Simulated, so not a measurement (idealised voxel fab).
Process module heading - voxel trench capacitor
The width of the displayed cross-section, cut, is 210 nm; its cells are square, with a size of 5 nm.
A cross-section is a grid of square cells, given in bands from the top down. A band is one or more rows of cells.
Top height, bottom height, nm. Materials left to right, width each, nm. Single material + "everywhere" = fills band edge to edge. "blank" = empty.
All heights in this document are referenced to 0, defined as the level beneath which the wafer, as received, consists entirely of one material. The lowest band is not bounded below; it extends indefinitely downward and is written in the form "0..down".
The notation "30->40" denotes a width that varies across the rows of cells in the band, beginning at the first number in the top row, finishing at the second number in the bottom row, and changing by an identical amount from each row to the next.
When a step is marked "all unchanged", none of the cells in the cross-section changed during that step.
Heads up: "Trapped void list" only lists the empty pockets with no open path to the top that are 8 cells or more, and it writes them as width x height at distance, distance from the left edge, in nm.
What comes after the settings on a step's line is commentary from the simulator itself on that step.
For masked steps, "overlay nm" on the step line gives how far right of plan the mask actually lay; a minus sign means it lay to the left.

[Process steps - plan]
1. op RECEIVE | material Si
2. op CONFORMAL_DEP | material SiN | thk nm 10
3. op DIRECTIONAL_DEP | material aC | thk nm 10
4. op PATTERN | tone open | mask id TRENCH | material resist | width nm 15 | pitch nm 30 | thk nm 30 | overlay nm 0
5. op DIRECTIONAL_ETCH | etch materials aC | depth nm 10
6. op STRIP | etch materials resist
7. op DIRECTIONAL_ETCH | etch materials SiN | depth nm 10
8. op DIRECTIONAL_ETCH | etch materials Si | depth nm 30
9. op STRIP | etch materials aC
10. op CONFORMAL_DEP | material SiO2 | thk nm 5
11. op FILL_DEP | material polySi | thk nm 10
12. op CMP | height nm 10

[The first of the two wafers, which ran as planned]

[as received, after step 1]
- 0..down = Si everywhere
- Trapped void list: none

[The wafer, seen in cross-section, after step 2]
- 10..0 = SiN everywhere
- Below 0 it's all the same as before, nothing changed down there.

[The wafer, seen in cross-section, after step 3]
- 20..10 = aC everywhere
- Below 10 it's all the same as before, nothing changed down there.

[The wafer, seen in cross-section, after step 4]
- 50..20 = resist 65 nm | blank 15 nm | resist 15 nm | blank 15 nm | resist 15 nm | blank 15 nm | resist 70 nm
- Below 20 it's all the same as before, nothing changed down there.

[The wafer, seen in cross-section, after step 5]
- 40..20 = resist 65 nm | blank 15 nm | resist 15 nm | blank 15 nm | resist 15 nm | blank 15 nm | resist 70 nm
- 20..10 = aC 65 nm | blank 15 nm | aC 15 nm | blank 15 nm | aC 15 nm | blank 15 nm | aC 70 nm
- Below 10 it's all the same as before, nothing changed down there.

[The wafer, seen in cross-section, after step 6]
- 20..10 = aC 65 nm | blank 15 nm | aC 15 nm | blank 15 nm | aC 15 nm | blank 15 nm | aC 70 nm
- Below 10 it's all the same as before, nothing changed down there.

[The wafer, seen in cross-section, after step 7]
- 20..10 = aC 65 nm | blank 15 nm | aC 15 nm | blank 15 nm | aC 15 nm | blank 15 nm | aC 70 nm
- 10..0 = SiN 65 nm | blank 15 nm | SiN 15 nm | blank 15 nm | SiN 15 nm | blank 15 nm | SiN 70 nm
- Below 0 it's all the same as before, nothing changed down there.

[The wafer, seen in cross-section, after step 8]
- 20..10 = aC 65 nm | blank 15 nm | aC 15 nm | blank 15 nm | aC 15 nm | blank 15 nm | aC 70 nm
- 10..0 = SiN 65 nm | blank 15 nm | SiN 15 nm | blank 15 nm | SiN 15 nm | blank 15 nm | SiN 70 nm
- 0..-30 = Si 65 nm | blank 15 nm | Si 15 nm | blank 15 nm | Si 15 nm | blank 15 nm | Si 70 nm
- Below -30 it's all the same as before, nothing changed down there.

[The wafer, seen in cross-section, after step 9]
- 10..0 = SiN 65 nm | blank 15 nm | SiN 15 nm | blank 15 nm | SiN 15 nm | blank 15 nm | SiN 70 nm
- Below 0 it's all the same as before, nothing changed down there.

[The wafer, seen in cross-section, after step 10]
- 15..10 = SiO2 70 nm | blank 5 nm | SiO2 25 nm | blank 5 nm | SiO2 25 nm | blank 5 nm | SiO2 75 nm
- 10..0 = SiN 65 nm | SiO2 5 nm | blank 5 nm | SiO2 5 nm | SiN 15 nm | SiO2 5 nm | blank 5 nm | SiO2 5 nm | SiN 15 nm | SiO2 5 nm | blank 5 nm | SiO2 5 nm | SiN 70 nm
- 0..-25 = Si 65 nm | SiO2 5 nm | blank 5 nm | SiO2 5 nm | Si 15 nm | SiO2 5 nm | blank 5 nm | SiO2 5 nm | Si 15 nm | SiO2 5 nm | blank 5 nm | SiO2 5 nm | Si 70 nm
- -25..-30 = Si 65 nm | SiO2 15 nm | Si 15 nm | SiO2 15 nm | Si 15 nm | SiO2 15 nm | Si 70 nm
- Below -30 it's all the same as before, nothing changed down there.

[The wafer, seen in cross-section, after step 11]
- 25..15 = polySi everywhere
- 15..10 = SiO2 70 nm | polySi 5 nm | SiO2 25 nm | polySi 5 nm | SiO2 25 nm | polySi 5 nm | SiO2 75 nm
- 10..0 = SiN 65 nm | SiO2 5 nm | polySi 5 nm | SiO2 5 nm | SiN 15 nm | SiO2 5 nm | polySi 5 nm | SiO2 5 nm | SiN 15 nm | SiO2 5 nm | polySi 5 nm | SiO2 5 nm | SiN 70 nm
- 0..-25 = Si 65 nm | SiO2 5 nm | polySi 5 nm | SiO2 5 nm | Si 15 nm | SiO2 5 nm | polySi 5 nm | SiO2 5 nm | Si 15 nm | SiO2 5 nm | polySi 5 nm | SiO2 5 nm | Si 70 nm
- Below -25 it's all the same as before, nothing changed down there.

[The wafer, seen in cross-section, after step 12]
- 10..0 = SiN 65 nm | SiO2 5 nm | polySi 5 nm | SiO2 5 nm | SiN 15 nm | SiO2 5 nm | polySi 5 nm | SiO2 5 nm | SiN 15 nm | SiO2 5 nm | polySi 5 nm | SiO2 5 nm | SiN 70 nm
- Below 0 it's all the same as before, nothing changed down there.

[The second wafer was prepared from the same starting point and under the same plan as the first; its processing contained one mistake, and it remains indistinguishable from the first wafer up to and including step 1]

[Second wafer, section view, time point: scheduled end of step 2]
- 10..0 = polySi everywhere
- Below 0 it's all the same as before, nothing changed down there.

[Second wafer, section view, time point: scheduled end of step 3]
- 20..10 = aC everywhere
- Below 10 it's all the same as before, nothing changed down there.

[Second wafer, section view, time point: scheduled end of step 4]
- 50..20 = resist 65 nm | blank 15 nm | resist 15 nm | blank 15 nm | resist 15 nm | blank 15 nm | resist 70 nm
- Below 20 it's all the same as before, nothing changed down there.

[Second wafer, section view, time point: scheduled end of step 5]
- 40..20 = resist 65 nm | blank 15 nm | resist 15 nm | blank 15 nm | resist 15 nm | blank 15 nm | resist 70 nm
- 20..10 = aC 65 nm | blank 15 nm | aC 15 nm | blank 15 nm | aC 15 nm | blank 15 nm | aC 70 nm
- Below 10 it's all the same as before, nothing changed down there.

[Second wafer, section view, time point: scheduled end of step 6]
- 20..10 = aC 65 nm | blank 15 nm | aC 15 nm | blank 15 nm | aC 15 nm | blank 15 nm | aC 70 nm
- Below 10 it's all the same as before, nothing changed down there.

Second wafer, section view, time point: scheduled end of step 7: all unchanged

[Second wafer, section view, time point: scheduled end of step 8]
- 20..10 = aC 65 nm | blank 15 nm | aC 15 nm | blank 15 nm | aC 15 nm | blank 15 nm | aC 70 nm
- 10..0 = polySi 65 nm | blank 15 nm | polySi 15 nm | blank 15 nm | polySi 15 nm | blank 15 nm | polySi 70 nm
- 0..-20 = Si 65 nm | blank 15 nm | Si 15 nm | blank 15 nm | Si 15 nm | blank 15 nm | Si 70 nm
- Below -20 it's all the same as before, nothing changed down there.

[Second wafer, section view, time point: scheduled end of step 9]
- 10..0 = polySi 65 nm | blank 15 nm | polySi 15 nm | blank 15 nm | polySi 15 nm | blank 15 nm | polySi 70 nm
- Below 0 it's all the same as before, nothing changed down there.

[Second wafer, section view, time point: scheduled end of step 10]
- 15..10 = SiO2 70 nm | blank 5 nm | SiO2 25 nm | blank 5 nm | SiO2 25 nm | blank 5 nm | SiO2 75 nm
- 10..0 = polySi 65 nm | SiO2 5 nm | blank 5 nm | SiO2 5 nm | polySi 15 nm | SiO2 5 nm | blank 5 nm | SiO2 5 nm | polySi 15 nm | SiO2 5 nm | blank 5 nm | SiO2 5 nm | polySi 70 nm
- 0..-15 = Si 65 nm | SiO2 5 nm | blank 5 nm | SiO2 5 nm | Si 15 nm | SiO2 5 nm | blank 5 nm | SiO2 5 nm | Si 15 nm | SiO2 5 nm | blank 5 nm | SiO2 5 nm | Si 70 nm
- -15..-20 = Si 65 nm | SiO2 15 nm | Si 15 nm | SiO2 15 nm | Si 15 nm | SiO2 15 nm | Si 70 nm
- Below -20 it's all the same as before, nothing changed down there.

[Second wafer, section view, time point: scheduled end of step 11]
- 25..15 = polySi everywhere
- 15..10 = SiO2 70 nm | polySi 5 nm | SiO2 25 nm | polySi 5 nm | SiO2 25 nm | polySi 5 nm | SiO2 75 nm
- 10..0 = polySi 65 nm | SiO2 5 nm | polySi 5 nm | SiO2 5 nm | polySi 15 nm | SiO2 5 nm | polySi 5 nm | SiO2 5 nm | polySi 15 nm | SiO2 5 nm | polySi 5 nm | SiO2 5 nm | polySi 70 nm
- 0..-15 = Si 65 nm | SiO2 5 nm | polySi 5 nm | SiO2 5 nm | Si 15 nm | SiO2 5 nm | polySi 5 nm | SiO2 5 nm | Si 15 nm | SiO2 5 nm | polySi 5 nm | SiO2 5 nm | Si 70 nm
- Below -15 it's all the same as before, nothing changed down there.

[Second wafer, section view, time point: scheduled end of step 12]
- 10..0 = polySi 65 nm | SiO2 5 nm | polySi 5 nm | SiO2 5 nm | polySi 15 nm | SiO2 5 nm | polySi 5 nm | SiO2 5 nm | polySi 15 nm | SiO2 5 nm | polySi 5 nm | SiO2 5 nm | polySi 70 nm
- Below 0 it's all the same as before, nothing changed down there.
Diagnosis: step 2 did not happen as planned, as run it was op CONFORMAL_DEP | material polySi | thk nm 10
At the finish, the second wafer shows more or fewer cells for some materials than the first does: 18 more of Si | 66 fewer of SiN | 12 fewer of SiO2 | 60 more of polySi
